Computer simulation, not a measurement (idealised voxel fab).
Herein follows the process module entitled voxel lift off.
Shown is cross-section cut, with a width of 215 nm and square cells of size 5 nm.
A cross-section is a grid of square cells, given in bands from the top down. A band is one or more rows of cells.
Top height, bottom height, nm. Materials left to right, width each, nm. Single material + "everywhere" = fills band edge to edge. "air" = empty.
Heights from 0 (as-received wafer is one material below). Bottom band endless downward, as "0 and below".
When a width is written as two numbers, as in "30..40", the first number is the width in the top row of cells of the band and the second is the width in its bottom row, and the width changes by the same amount from each row to the next.
No cell of the cross-section changed in a step that is given as "same as before".
"Cavities, sealed" means: voids of 8 cells or more that are shut off from the top with no open way through. Written width x height at distance, distance from the left edge, in nm.
Formally, on a step line, whatever follows the settings is a remark that the simulator itself makes on the step.
overlay nm: step with mask; distance mask lay right of planned place; negative value = left of planned place.
[Steps in the process plan]
1) RECEIVE: material Si
2) CONFORMAL_DEP: material SiO2, thk nm 5
3) PATTERN: tone open, mask id LINES, material resist, width nm 30, pitch nm 45, thk nm 25, overlay nm 0
4) DIRECTIONAL_DEP: material Ru, thk nm 10
5) STRIP: etch materials resist
6) CONFORMAL_DEP: material SiCN, thk nm 10
[first wafer, as planned]
[Shown in cross-section is the wafer as received, that is, as it stands after step 1]
    0 and below: Si everywhere
    Cavities, sealed: none
[Wafer xsec, post step 2]
    5 down to 0: SiO2 everywhere
    For the remainder of the cross-section, below 0, there is no change.
[Wafer xsec, post step 3]
    30 down to 5: resist=25; air=30; resist=15; air=30; resist=15; air=30; resist=15; air=30; resist=25
    For the remainder of the cross-section, below 5, there is no change.
[Wafer xsec, post step 4]
    40 down to 30: Ru=25; air=30; Ru=15; air=30; Ru=15; air=30; Ru=15; air=30; Ru=25
    30 down to 15: resist=25; air=30; resist=15; air=30; resist=15; air=30; resist=15; air=30; resist=25
    15 down to 5: resist=25; Ru=30; resist=15; Ru=30; resist=15; Ru=30; resist=15; Ru=30; resist=25
    For the remainder of the cross-section, below 5, there is no change.
[Wafer xsec, post step 5]
    15 down to 5: air=25; Ru=30; air=15; Ru=30; air=15; Ru=30; air=15; Ru=30; air=25
    For the remainder of the cross-section, below 5, there is no change.
[Wafer xsec, post step 6]
    25 down to 15: air=15; SiCN=185; air=15
    15 down to 5: SiCN=25; Ru=30; SiCN=15; Ru=30; SiCN=15; Ru=30; SiCN=15; Ru=30; SiCN=25
    For the remainder of the cross-section, below 5, there is no change.
[Wafer two. Identical start, identical plan. One mistake in execution. Identical history through step 4]
[Here is the second wafer in cross-section at the point where step 5 of the plan should have been done]
    15 down to 5: air=25; Ru=30; air=15; Ru=30; air=15; Ru=30; air=15; Ru=30; air=25
    For the remainder of the cross-section, below 5, there is no change.
[Here is the second wafer in cross-section at the point where step 6 of the plan should have been done]
    25 down to 15: air=15; SiCN=185; air=15
    15 down to 5: SiCN=25; Ru=30; SiCN=15; Ru=30; SiCN=15; Ru=30; SiCN=15; Ru=30; SiCN=25
    For the remainder of the cross-section, below 5, there is no change.
Finding, execution versus plan: twice over, step 5 of the plan was run
Same final cross-section on the two wafers, so the model's numbers don't move because of the mistake.
